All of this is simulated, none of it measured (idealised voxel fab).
The following process module bears the name voxel self aligned vias.
Cross-sectional view cut (width: 235 nm; square cell size: 5 nm).
In this document a cross-section is written as a grid of square cells. It is given as a series of bands, listed from the top down, and a band is one or more rows of cells.
Top height, bottom height, nm. Materials left to right, width each, nm. Single material + "everywhere" = fills band edge to edge. "empty" = empty.
Heights from 0 (as-received wafer is one material below). Bottom band endless downward, as "0 and below".
Graded width ("30->40"): value in top row of band = first number; value in bottom row = second number; row-to-row change constant.
Take "stayed the same" at face value: in the step it is given for, the cross-section changed in none of its cells.
Listed in "Closed internal voids": every empty space of 8 or more cells without an open way to the top. Form: width x height at distance, the distance being from the left edge, all in nm.
On each step's line, the part that comes after the settings is the simulator's own comment on the step.
"overlay nm" answers the question of how far to the right of plan the mask lay on a step that has a mask, and when it is negative the answer is to the left.

The process steps that were planned are listed below:
1. op RECEIVE | material Si
2. op CONFORMAL_DEP | material SiO2 | thk nm 10
3. op CONFORMAL_DEP | material SiCN | thk nm 5
4. op DIRECTIONAL_DEP | material lowk | thk nm 20
5. op PATTERN | tone open | mask id LINES | material resist | width nm 20 | pitch nm 60 | thk nm 20 | overlay nm 0
6. op DIRECTIONAL_ETCH | etch materials lowk | depth nm 20
7. op STRIP | etch materials resist
8. op CONFORMAL_DEP | material TiN | thk nm 5
9. op FILL_DEP | material W | thk nm 5
10. op CMP | height nm 35
11. op SELECTIVE_ETCH | etch materials W Ru TiN | depth nm 10
12. op FILL_DEP | material SiN | thk nm 10
13. op CMP | height nm 35
14. op DIRECTIONAL_DEP | material lowk | thk nm 15
15. op PATTERN | tone open | mask id VIAS | material resist | width nm 40 | pitch nm 60 | thk nm 20 | overlay nm 0
16. op DIRECTIONAL_ETCH | etch materials lowk | depth nm 15
17. op DIRECTIONAL_ETCH | etch materials SiN | depth nm 10
18. op STRIP | etch materials resist
19. op CONFORMAL_DEP | material TiN | thk nm 5
20. op FILL_DEP | material W | thk nm 5
21. op CMP | height nm 50
22. op CONFORMAL_DEP | material SiCN | thk nm 5

Cross-section, incoming material, after step 1:
  0 and below = Si everywhere
  Closed internal voids: none

Cross-section: first of two wafers, module finished, run according to plan:
  55 down to 50 = SiCN everywhere
  50 down to 40 = lowk 35 | TiN 5 | W 30 | TiN 5 | lowk 20 | TiN 5 | W 30 | TiN 5 | lowk 20 | TiN 5 | W 30 | TiN 5 | lowk 40
  40 down to 30 = lowk 35->45 | TiN 15->5 | W 10 | TiN 15->5 | lowk 20->40 | TiN 15->5 | W 10 | TiN 15->5 | lowk 20->40 | TiN 15->5 | W 10 | TiN 15->5 | lowk 40->50
  30 down to 25 = lowk 45 | TiN 20 | lowk 40 | TiN 20 | lowk 40 | TiN 20 | lowk 50
  25 down to 20 = lowk 45 | TiN 5 | W 10 | TiN 5 | lowk 40 | TiN 5 | W 10 | TiN 5 | lowk 40 | TiN 5 | W 10 | TiN 5 | lowk 50
  20 down to 15 = lowk 45 | TiN 20 | lowk 40 | TiN 20 | lowk 40 | TiN 20 | lowk 50
  15 down to 10 = SiCN everywhere
  10 down to 0 = SiO2 everywhere
  0 and below = Si everywhere
  Closed internal voids: none

Cross-section, second wafer: same start as the first, same plan as the first, one mistake in running it; taken at the end of the module:
  55 down to 50 = SiCN everywhere
  50 down to 40 = lowk 35 | TiN 5 | W 30 | TiN 5 | lowk 20 | TiN 5 | W 30 | TiN 5 | lowk 20 | TiN 5 | W 30 | TiN 5 | lowk 40
  40 down to 30 = lowk 35->50 | TiN 20->5 | W 5 | TiN 15->5 | lowk 20->45 | TiN 20->5 | W 5 | TiN 15->5 | lowk 20->45 | TiN 20->5 | W 5 | TiN 15->5 | lowk 40->50
  30 down to 25 = lowk 50 | TiN 15 | lowk 45 | TiN 15 | lowk 45 | TiN 15 | lowk 50
  25 down to 20 = lowk 50 | TiN 5 | W 5 | TiN 5 | lowk 45 | TiN 5 | W 5 | TiN 5 | lowk 45 | TiN 5 | W 5 | TiN 5 | lowk 50
  20 down to 15 = lowk 50 | TiN 15 | lowk 45 | TiN 15 | lowk 45 | TiN 15 | lowk 50
  15 down to 10 = SiCN everywhere
  10 down to 0 = SiO2 everywhere
  0 and below = Si everywhere
  Closed internal voids: none
Diagnosis: step 5 ran differently from the plan; actual operation with settings: op PATTERN | tone open | mask id LINES | material resist | width nm 15 | pitch nm 60 | thk nm 20 | overlay nm 0
Materials where the second wafer ends with more or fewer cells than the first: TiN -3; W -9; lowk +12
